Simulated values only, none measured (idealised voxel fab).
process module | voxel transistor to metal
cross-section cut | 140 nm wide | cells 5 nm
A cross-section is a grid of square cells, given in bands from the top down. A band is one or more rows of cells.
Each band's line starts with the height of the band's top and of its bottom, in nm. Then come its materials from left to right, each with its width in nm. One material with "throughout" fills the band from edge to edge. "air" is empty space.
Height 0 is the level under which the wafer as received is all one material. The lowest band goes on downwards, as in "0 down".
A width such as "30 to 40" changes by the same amount from each row of cells to the next, from the band's top row to its bottom row.
"no change" after a step means that no cell of the cross-section changed.
closed voids: empty space of 8 cells or more with no open way to the top, each as width x height at its distance from the left edge, in nm
after a step's settings: what the simulator itself notes on the step
overlay nm, on a step with a mask: how far to the right of its planned place the mask lay; to the left if negative
plan
1 op RECEIVE | material Si
2 op CONFORMAL_DEP | material SiO2 | thk nm 5
3 op CONFORMAL_DEP | material SiN | thk nm 10
4 op MASKED_ETCH | tone cover | mask id ACTIVE | width nm 110 | etch materials SiN | depth nm 10 | overlay nm 0
5 op MASKED_ETCH | tone cover | mask id ACTIVE | width nm 110 | etch materials SiO2 | depth nm 5 | overlay nm 0
6 op MASKED_ETCH | tone cover | mask id ACTIVE | width nm 110 | etch materials Si | depth nm 25 | overlay nm 0
7 op FILL_DEP | material SiO2 | thk nm 10
8 op CMP | height nm 15
9 op SELECTIVE_ETCH | etch materials SiO2 | depth nm 5
10 op STRIP | etch materials SiN
11 op SELECTIVE_ETCH | etch materials SiO2 | depth nm 5
12 op OXIDIZE | depth nm 5
13 op DIRECTIONAL_DEP | material polySi | thk nm 20
14 op DIRECTIONAL_DEP | material SiCN | thk nm 15
15 op PATTERN | tone cover | mask id GATE | material resist | width nm 20 | thk nm 15 | overlay nm 0
16 op DIRECTIONAL_ETCH | etch materials SiCN | depth nm 25
17 op DIRECTIONAL_ETCH | etch materials polySi | depth nm 30
18 op STRIP | etch materials resist
19 op CONFORMAL_DEP | material SiN | thk nm 5
20 op DIRECTIONAL_ETCH | etch materials SiN | depth nm 5
21 op DIRECTIONAL_ETCH | etch materials SiO2 | depth nm 5
22 op DIRECTIONAL_ETCH | etch materials Si | depth nm 5
23 op EPI | material pSi | thk nm 5
24 op FILL_DEP | material SiO2 | thk nm 10
25 op CMP | height nm 35
26 op DIRECTIONAL_DEP | material SiO2 | thk nm 10
27 op DIRECTIONAL_DEP | material aC | thk nm 15
28 op PATTERN | tone open | mask id CONTACT | material resist | width nm 30 | pitch nm 60 | thk nm 35 | overlay nm 0
29 op DIRECTIONAL_ETCH | etch materials aC | depth nm 15
30 op STRIP | etch materials resist
31 op DIRECTIONAL_ETCH | etch materials SiO2 | depth nm 50
32 op STRIP | etch materials aC
33 op CONFORMAL_DEP | material TiN | thk nm 5
34 op FILL_DEP | material W | thk nm 5
35 op CMP | height nm 45
36 op DIRECTIONAL_DEP | material TiN | thk nm 5
37 op DIRECTIONAL_DEP | material W | thk nm 20
38 op MASKED_ETCH | tone cover | mask id METAL_1 | width nm 15 | pitch nm 75 | etch materials W | depth nm 20 | overlay nm 0
39 op MASKED_ETCH | tone cover | mask id METAL_1 | width nm 15 | pitch nm 75 | etch materials TiN | depth nm 5 | overlay nm 0
40 op CONFORMAL_DEP | material SiN | thk nm 5
41 op FILL_DEP | material SiO2 | thk nm 5
42 op CMP | height nm 70
43 op CONFORMAL_DEP | material SiCN | thk nm 5
first wafer, as planned
as received, after step 1
  0 down: Si throughout
  closed voids: none
after step 2
  5 to 0: SiO2 throughout
  below 0: unchanged
after step 3
  15 to 5: SiN throughout
  below 5: unchanged
after step 4
  15 to 5: air 15 | SiN 110 | air 15
  below 5: unchanged
after step 5
  15 to 5: air 15 | SiN 110 | air 15
  5 to 0: air 15 | SiO2 110 | air 15
  below 0: unchanged
after step 6
  15 to 5: air 15 | SiN 110 | air 15
  5 to 0: air 15 | SiO2 110 | air 15
  0 to -25: air 15 | Si 110 | air 15
  below -25: unchanged
after step 7
  25 to 15: SiO2 throughout
  15 to 5: SiO2 15 | SiN 110 | SiO2 15
  5 to 0: SiO2 throughout
  0 to -25: SiO2 15 | Si 110 | SiO2 15
  below -25: unchanged
after step 8
  15 to 5: SiO2 15 | SiN 110 | SiO2 15
  below 5: unchanged
after step 9
  15 to 10: air 15 | SiN 110 | air 15
  below 10: unchanged
after step 10
  10 to 5: SiO2 15 | air 110 | SiO2 15
  below 5: unchanged
after step 11
  5 to 0: SiO2 10 | air 120 | SiO2 10
  below 0: unchanged
after step 12
  5 to 0: SiO2 10 | air 120 | SiO2 10
  0 to -5: SiO2 throughout
  below -5: unchanged
after step 13
  25 to 20: polySi 10 | air 120 | polySi 10
  20 to 5: polySi throughout
  5 to 0: SiO2 10 | polySi 120 | SiO2 10
  below 0: unchanged
after step 14
  40 to 35: SiCN 10 | air 120 | SiCN 10
  35 to 25: SiCN throughout
  25 to 20: polySi 10 | SiCN 120 | polySi 10
  below 20: unchanged
after step 15
  55 to 40: air 60 | resist 20 | air 60
  40 to 35: SiCN 10 | air 50 | resist 20 | air 50 | SiCN 10
  below 35: unchanged
after step 16
  55 to 35: air 60 | resist 20 | air 60
  35 to 25: air 60 | SiCN 20 | air 60
  25 to 20: polySi 10 | air 50 | SiCN 20 | air 50 | polySi 10
  below 20: unchanged
after step 17
  55 to 35: air 60 | resist 20 | air 60
  35 to 20: air 60 | SiCN 20 | air 60
  20 to 5: air 60 | polySi 20 | air 60
  5 to 0: SiO2 10 | air 50 | polySi 20 | air 50 | SiO2 10
  below 0: unchanged
after step 18
  35 to 20: air 60 | SiCN 20 | air 60
  below 20: unchanged
after step 19
  40 to 35: air 55 | SiN 30 | air 55
  35 to 20: air 55 | SiN 5 | SiCN 20 | SiN 5 | air 55
  20 to 10: air 55 | SiN 5 | polySi 20 | SiN 5 | air 55
  10 to 5: SiN 15 | air 40 | SiN 5 | polySi 20 | SiN 5 | air 40 | SiN 15
  5 to 0: SiO2 10 | SiN 50 | polySi 20 | SiN 50 | SiO2 10
  below 0: unchanged
after step 20
  35 to 20: air 55 | SiN 5 | SiCN 20 | SiN 5 | air 55
  20 to 5: air 55 | SiN 5 | polySi 20 | SiN 5 | air 55
  5 to 0: SiO2 10 | SiN 5 | air 40 | SiN 5 | polySi 20 | SiN 5 | air 40 | SiN 5 | SiO2 10
  below 0: unchanged
after step 21
  35 to 20: air 55 | SiN 5 | SiCN 20 | SiN 5 | air 55
  20 to 5: air 55 | SiN 5 | polySi 20 | SiN 5 | air 55
  5 to 0: air 10 | SiN 5 | air 40 | SiN 5 | polySi 20 | SiN 5 | air 40 | SiN 5 | air 10
  0 to -5: SiO2 15 | air 40 | SiO2 30 | air 40 | SiO2 15
  below -5: unchanged
after step 22
  35 to 20: air 55 | SiN 5 | SiCN 20 | SiN 5 | air 55
  20 to 5: air 55 | SiN 5 | polySi 20 | SiN 5 | air 55
  5 to 0: air 10 | SiN 5 | air 40 | SiN 5 | polySi 20 | SiN 5 | air 40 | SiN 5 | air 10
  0 to -5: SiO2 15 | air 40 | SiO2 30 | air 40 | SiO2 15
  -5 to -10: SiO2 15 | air 40 | Si 30 | air 40 | SiO2 15
  below -10: unchanged
after step 23
  35 to 20: air 55 | SiN 5 | SiCN 20 | SiN 5 | air 55
  20 to 5: air 55 | SiN 5 | polySi 20 | SiN 5 | air 55
  5 to 0: air 10 | SiN 5 | air 40 | SiN 5 | polySi 20 | SiN 5 | air 40 | SiN 5 | air 10
  0 to -5: SiO2 15 | air 35 | pSi 5 | SiO2 30 | pSi 5 | air 35 | SiO2 15
  -5 to -10: SiO2 15 | pSi 40 | Si 30 | pSi 40 | SiO2 15
  below -10: unchanged
after step 24
  45 to 35: SiO2 throughout
  35 to 20: SiO2 55 | SiN 5 | SiCN 20 | SiN 5 | SiO2 55
  20 to 5: SiO2 55 | SiN 5 | polySi 20 | SiN 5 | SiO2 55
  5 to 0: SiO2 10 | SiN 5 | SiO2 40 | SiN 5 | polySi 20 | SiN 5 | SiO2 40 | SiN 5 | SiO2 10
  0 to -5: SiO2 50 | pSi 5 | SiO2 30 | pSi 5 | SiO2 50
  below -5: unchanged
after step 25
  35 to 20: SiO2 55 | SiN 5 | SiCN 20 | SiN 5 | SiO2 55
  below 20: unchanged
after step 26
  45 to 35: SiO2 throughout
  below 35: unchanged
after step 27
  60 to 45: aC throughout
  below 45: unchanged
after step 28
  95 to 60: resist 25 | air 30 | resist 30 | air 30 | resist 25
  below 60: unchanged
after step 29
  80 to 60: resist 25 | air 30 | resist 30 | air 30 | resist 25
  60 to 45: aC 25 | air 30 | aC 30 | air 30 | aC 25
  below 45: unchanged
after step 30
  60 to 45: aC 25 | air 30 | aC 30 | air 30 | aC 25
  below 45: unchanged
after step 31
  60 to 45: aC 25 | air 30 | aC 30 | air 30 | aC 25
  45 to 35: SiO2 25 | air 30 | SiO2 30 | air 30 | SiO2 25
  35 to 20: SiO2 25 | air 30 | SiN 5 | SiCN 20 | SiN 5 | air 30 | SiO2 25
  20 to 5: SiO2 25 | air 30 | SiN 5 | polySi 20 | SiN 5 | air 30 | SiO2 25
  5 to 0: SiO2 10 | SiN 5 | SiO2 10 | air 30 | SiN 5 | polySi 20 | SiN 5 | air 30 | SiO2 10 | SiN 5 | SiO2 10
  0 to -5: SiO2 25 | air 25 | pSi 5 | SiO2 30 | pSi 5 | air 25 | SiO2 25
  below -5: unchanged
after step 32
  45 to 35: SiO2 25 | air 30 | SiO2 30 | air 30 | SiO2 25
  below 35: unchanged
after step 33
  50 to 45: TiN 30 | air 20 | TiN 40 | air 20 | TiN 30
  45 to 35: SiO2 25 | TiN 5 | air 20 | TiN 5 | SiO2 30 | TiN 5 | air 20 | TiN 5 | SiO2 25
  35 to 20: SiO2 25 | TiN 5 | air 20 | TiN 5 | SiN 5 | SiCN 20 | SiN 5 | TiN 5 | air 20 | TiN 5 | SiO2 25
  20 to 5: SiO2 25 | TiN 5 | air 20 | TiN 5 | SiN 5 | polySi 20 | SiN 5 | TiN 5 | air 20 | TiN 5 | SiO2 25
  5 to 0: SiO2 10 | SiN 5 | SiO2 10 | TiN 5 | air 15 | TiN 10 | SiN 5 | polySi 20 | SiN 5 | TiN 10 | air 15 | TiN 5 | SiO2 10 | SiN 5 | SiO2 10
  0 to -5: SiO2 25 | TiN 25 | pSi 5 | SiO2 30 | pSi 5 | TiN 25 | SiO2 25
  below -5: unchanged
after step 34
  55 to 50: W throughout
  50 to 45: TiN 30 | W 20 | TiN 40 | W 20 | TiN 30
  45 to 35: SiO2 25 | TiN 5 | W 20 | TiN 5 | SiO2 30 | TiN 5 | W 20 | TiN 5 | SiO2 25
  35 to 20: SiO2 25 | TiN 5 | W 20 | TiN 5 | SiN 5 | SiCN 20 | SiN 5 | TiN 5 | W 20 | TiN 5 | SiO2 25
  20 to 5: SiO2 25 | TiN 5 | W 20 | TiN 5 | SiN 5 | polySi 20 | SiN 5 | TiN 5 | W 20 | TiN 5 | SiO2 25
  5 to 0: SiO2 10 | SiN 5 | SiO2 10 | TiN 5 | W 15 | TiN 10 | SiN 5 | polySi 20 | SiN 5 | TiN 10 | W 15 | TiN 5 | SiO2 10 | SiN 5 | SiO2 10
  below 0: unchanged
after step 35
  45 to 35: SiO2 25 | TiN 5 | W 20 | TiN 5 | SiO2 30 | TiN 5 | W 20 | TiN 5 | SiO2 25
  below 35: unchanged
after step 36
  50 to 45: TiN throughout
  below 45: unchanged
after step 37
  70 to 50: W throughout
  below 50: unchanged
after step 38
  70 to 50: air 25 | W 15 | air 60 | W 15 | air 25
  below 50: unchanged
after step 39
  70 to 50: air 25 | W 15 | air 60 | W 15 | air 25
  50 to 45: air 25 | TiN 15 | air 60 | TiN 15 | air 25
  below 45: unchanged
after step 40
  75 to 70: air 20 | SiN 25 | air 50 | SiN 25 | air 20
  70 to 50: air 20 | SiN 5 | W 15 | SiN 5 | air 50 | SiN 5 | W 15 | SiN 5 | air 20
  50 to 45: SiN 25 | TiN 15 | SiN 60 | TiN 15 | SiN 25
  below 45: unchanged
after step 41
  80 to 75: SiO2 throughout
  75 to 70: SiO2 20 | SiN 25 | SiO2 50 | SiN 25 | SiO2 20
  70 to 50: SiO2 20 | SiN 5 | W 15 | SiN 5 | SiO2 50 | SiN 5 | W 15 | SiN 5 | SiO2 20
  below 50: unchanged
after step 42
  70 to 50: SiO2 20 | SiN 5 | W 15 | SiN 5 | SiO2 50 | SiN 5 | W 15 | SiN 5 | SiO2 20
  below 50: unchanged
after step 43
  75 to 70: SiCN throughout
  below 70: unchanged
second wafer: like start, like plan, one mistake. Through step 3 it matches the first wafer
when step 4 should have ended
  15 to 5: SiN 15 | air 110 | SiN 15
  below 5: unchanged
when step 5 should have ended: no change
when step 6 should have ended: no change
when step 7 should have ended
  25 to 15: SiO2 throughout
  15 to 5: SiN 15 | SiO2 110 | SiN 15
  below 5: unchanged
when step 8 should have ended
  15 to 5: SiN 15 | SiO2 110 | SiN 15
  below 5: unchanged
when step 9 should have ended
  15 to 10: SiN 15 | air 110 | SiN 15
  below 10: unchanged
when step 10 should have ended
  10 to 5: air 15 | SiO2 110 | air 15
  below 5: unchanged
when step 11 should have ended
  5 to 0: air 20 | SiO2 100 | air 20
  below 0: unchanged
when step 12 should have ended
  5 to 0: air 20 | SiO2 100 | air 20
  0 to -5: SiO2 25 | Si 90 | SiO2 25
  below -5: unchanged
when step 13 should have ended
  25 to 20: air 20 | polySi 100 | air 20
  20 to 5: polySi throughout
  5 to 0: polySi 20 | SiO2 100 | polySi 20
  below 0: unchanged
when step 14 should have ended
  40 to 35: air 20 | SiCN 100 | air 20
  35 to 25: SiCN throughout
  25 to 20: SiCN 20 | polySi 100 | SiCN 20
  below 20: unchanged
when step 15 should have ended
  55 to 40: air 60 | resist 20 | air 60
  below 40: unchanged
when step 16 should have ended
  55 to 40: air 60 | resist 20 | air 60
  40 to 25: air 60 | SiCN 20 | air 60
  25 to 20: air 20 | polySi 100 | air 20
  below 20: unchanged
when step 17 should have ended
  55 to 40: air 60 | resist 20 | air 60
  40 to 25: air 60 | SiCN 20 | air 60
  25 to 5: air 60 | polySi 20 | air 60
  5 to 0: air 20 | SiO2 100 | air 20
  below 0: unchanged
when step 18 should have ended
  40 to 25: air 60 | SiCN 20 | air 60
  below 25: unchanged
when step 19 should have ended
  45 to 40: air 55 | SiN 30 | air 55
  40 to 25: air 55 | SiN 5 | SiCN 20 | SiN 5 | air 55
  25 to 10: air 55 | SiN 5 | polySi 20 | SiN 5 | air 55
  10 to 5: air 15 | SiN 45 | polySi 20 | SiN 45 | air 15
  5 to 0: SiN 20 | SiO2 100 | SiN 20
  below 0: unchanged
when step 20 should have ended
  40 to 25: air 55 | SiN 5 | SiCN 20 | SiN 5 | air 55
  25 to 5: air 55 | SiN 5 | polySi 20 | SiN 5 | air 55
  5 to 0: air 15 | SiN 5 | SiO2 100 | SiN 5 | air 15
  below 0: unchanged
when step 21 should have ended
  40 to 25: air 55 | SiN 5 | SiCN 20 | SiN 5 | air 55
  25 to 5: air 55 | SiN 5 | polySi 20 | SiN 5 | air 55
  5 to 0: air 15 | SiN 5 | air 35 | SiO2 30 | air 35 | SiN 5 | air 15
  0 to -5: air 15 | SiO2 10 | Si 90 | SiO2 10 | air 15
  below -5: unchanged
when step 22 should have ended
  40 to 25: air 55 | SiN 5 | SiCN 20 | SiN 5 | air 55
  25 to 5: air 55 | SiN 5 | polySi 20 | SiN 5 | air 55
  5 to 0: air 15 | SiN 5 | air 35 | SiO2 30 | air 35 | SiN 5 | air 15
  0 to -5: air 15 | SiO2 10 | air 30 | Si 30 | air 30 | SiO2 10 | air 15
  -5 to -10: air 15 | Si 110 | air 15
  below -10: unchanged
when step 23 should have ended
  40 to 25: air 55 | SiN 5 | SiCN 20 | SiN 5 | air 55
  25 to 5: air 55 | SiN 5 | polySi 20 | SiN 5 | air 55
  5 to 0: air 15 | SiN 5 | air 30 | pSi 5 | SiO2 30 | pSi 5 | air 30 | SiN 5 | air 15
  0 to -5: air 10 | pSi 5 | SiO2 10 | pSi 30 | Si 30 | pSi 30 | SiO2 10 | pSi 5 | air 10
  -5 to -10: pSi 15 | Si 110 | pSi 15
  below -10: unchanged
when step 24 should have ended
  50 to 40: SiO2 throughout
  40 to 25: SiO2 55 | SiN 5 | SiCN 20 | SiN 5 | SiO2 55
  25 to 5: SiO2 55 | SiN 5 | polySi 20 | SiN 5 | SiO2 55
  5 to 0: SiO2 15 | SiN 5 | SiO2 30 | pSi 5 | SiO2 30 | pSi 5 | SiO2 30 | SiN 5 | SiO2 15
  0 to -5: SiO2 10 | pSi 5 | SiO2 10 | pSi 30 | Si 30 | pSi 30 | SiO2 10 | pSi 5 | SiO2 10
  below -5: unchanged
when step 25 should have ended
  35 to 25: SiO2 55 | SiN 5 | SiCN 20 | SiN 5 | SiO2 55
  below 25: unchanged
when step 26 should have ended
  45 to 35: SiO2 throughout
  below 35: unchanged
when step 27 should have ended
  60 to 45: aC throughout
  below 45: unchanged
when step 28 should have ended
  95 to 60: resist 25 | air 30 | resist 30 | air 30 | resist 25
  below 60: unchanged
when step 29 should have ended
  80 to 60: resist 25 | air 30 | resist 30 | air 30 | resist 25
  60 to 45: aC 25 | air 30 | aC 30 | air 30 | aC 25
  below 45: unchanged
when step 30 should have ended
  60 to 45: aC 25 | air 30 | aC 30 | air 30 | aC 25
  below 45: unchanged
when step 31 should have ended
  60 to 45: aC 25 | air 30 | aC 30 | air 30 | aC 25
  45 to 35: SiO2 25 | air 30 | SiO2 30 | air 30 | SiO2 25
  35 to 25: SiO2 25 | air 30 | SiN 5 | SiCN 20 | SiN 5 | air 30 | SiO2 25
  25 to 5: SiO2 25 | air 30 | SiN 5 | polySi 20 | SiN 5 | air 30 | SiO2 25
  5 to 0: SiO2 15 | SiN 5 | SiO2 5 | air 25 | pSi 5 | SiO2 30 | pSi 5 | air 25 | SiO2 5 | SiN 5 | SiO2 15
  below 0: unchanged
when step 32 should have ended
  45 to 35: SiO2 25 | air 30 | SiO2 30 | air 30 | SiO2 25
  below 35: unchanged
when step 33 should have ended
  50 to 45: TiN 30 | air 20 | TiN 40 | air 20 | TiN 30
  45 to 35: SiO2 25 | TiN 5 | air 20 | TiN 5 | SiO2 30 | TiN 5 | air 20 | TiN 5 | SiO2 25
  35 to 25: SiO2 25 | TiN 5 | air 20 | TiN 5 | SiN 5 | SiCN 20 | SiN 5 | TiN 5 | air 20 | TiN 5 | SiO2 25
  25 to 10: SiO2 25 | TiN 5 | air 20 | TiN 5 | SiN 5 | polySi 20 | SiN 5 | TiN 5 | air 20 | TiN 5 | SiO2 25
  10 to 5: SiO2 25 | TiN 5 | air 15 | TiN 10 | SiN 5 | polySi 20 | SiN 5 | TiN 10 | air 15 | TiN 5 | SiO2 25
  5 to 0: SiO2 15 | SiN 5 | SiO2 5 | TiN 25 | pSi 5 | SiO2 30 | pSi 5 | TiN 25 | SiO2 5 | SiN 5 | SiO2 15
  below 0: unchanged
when step 34 should have ended
  55 to 50: W throughout
  50 to 45: TiN 30 | W 20 | TiN 40 | W 20 | TiN 30
  45 to 35: SiO2 25 | TiN 5 | W 20 | TiN 5 | SiO2 30 | TiN 5 | W 20 | TiN 5 | SiO2 25
  35 to 25: SiO2 25 | TiN 5 | W 20 | TiN 5 | SiN 5 | SiCN 20 | SiN 5 | TiN 5 | W 20 | TiN 5 | SiO2 25
  25 to 10: SiO2 25 | TiN 5 | W 20 | TiN 5 | SiN 5 | polySi 20 | SiN 5 | TiN 5 | W 20 | TiN 5 | SiO2 25
  10 to 5: SiO2 25 | TiN 5 | W 15 | TiN 10 | SiN 5 | polySi 20 | SiN 5 | TiN 10 | W 15 | TiN 5 | SiO2 25
  below 5: unchanged
when step 35 should have ended
  45 to 35: SiO2 25 | TiN 5 | W 20 | TiN 5 | SiO2 30 | TiN 5 | W 20 | TiN 5 | SiO2 25
  below 35: unchanged
when step 36 should have ended
  50 to 45: TiN throughout
  below 45: unchanged
when step 37 should have ended
  70 to 50: W throughout
  below 50: unchanged
when step 38 should have ended
  70 to 50: air 25 | W 15 | air 60 | W 15 | air 25
  below 50: unchanged
when step 39 should have ended
  70 to 50: air 25 | W 15 | air 60 | W 15 | air 25
  50 to 45: air 25 | TiN 15 | air 60 | TiN 15 | air 25
  below 45: unchanged
when step 40 should have ended
  75 to 70: air 20 | SiN 25 | air 50 | SiN 25 | air 20
  70 to 50: air 20 | SiN 5 | W 15 | SiN 5 | air 50 | SiN 5 | W 15 | SiN 5 | air 20
  50 to 45: SiN 25 | TiN 15 | SiN 60 | TiN 15 | SiN 25
  below 45: unchanged
when step 41 should have ended
  80 to 75: SiO2 throughout
  75 to 70: SiO2 20 | SiN 25 | SiO2 50 | SiN 25 | SiO2 20
  70 to 50: SiO2 20 | SiN 5 | W 15 | SiN 5 | SiO2 50 | SiN 5 | W 15 | SiN 5 | SiO2 20
  below 50: unchanged
when step 42 should have ended
  70 to 50: SiO2 20 | SiN 5 | W 15 | SiN 5 | SiO2 50 | SiN 5 | W 15 | SiN 5 | SiO2 20
  below 50: unchanged
when step 43 should have ended
  75 to 70: SiCN throughout
  below 70: unchanged
what went wrong: step 4 ran as: op MASKED_ETCH | tone open | mask id ACTIVE | width nm 110 | etch materials SiN | depth nm 10 | overlay nm 0
at the end the second wafer has, in cells: 40 more of Si | 4 fewer of SiCN | 2 fewer of SiN | 26 fewer of SiO2 | 4 fewer of TiN | 8 fewer of W | 4 more of pSi
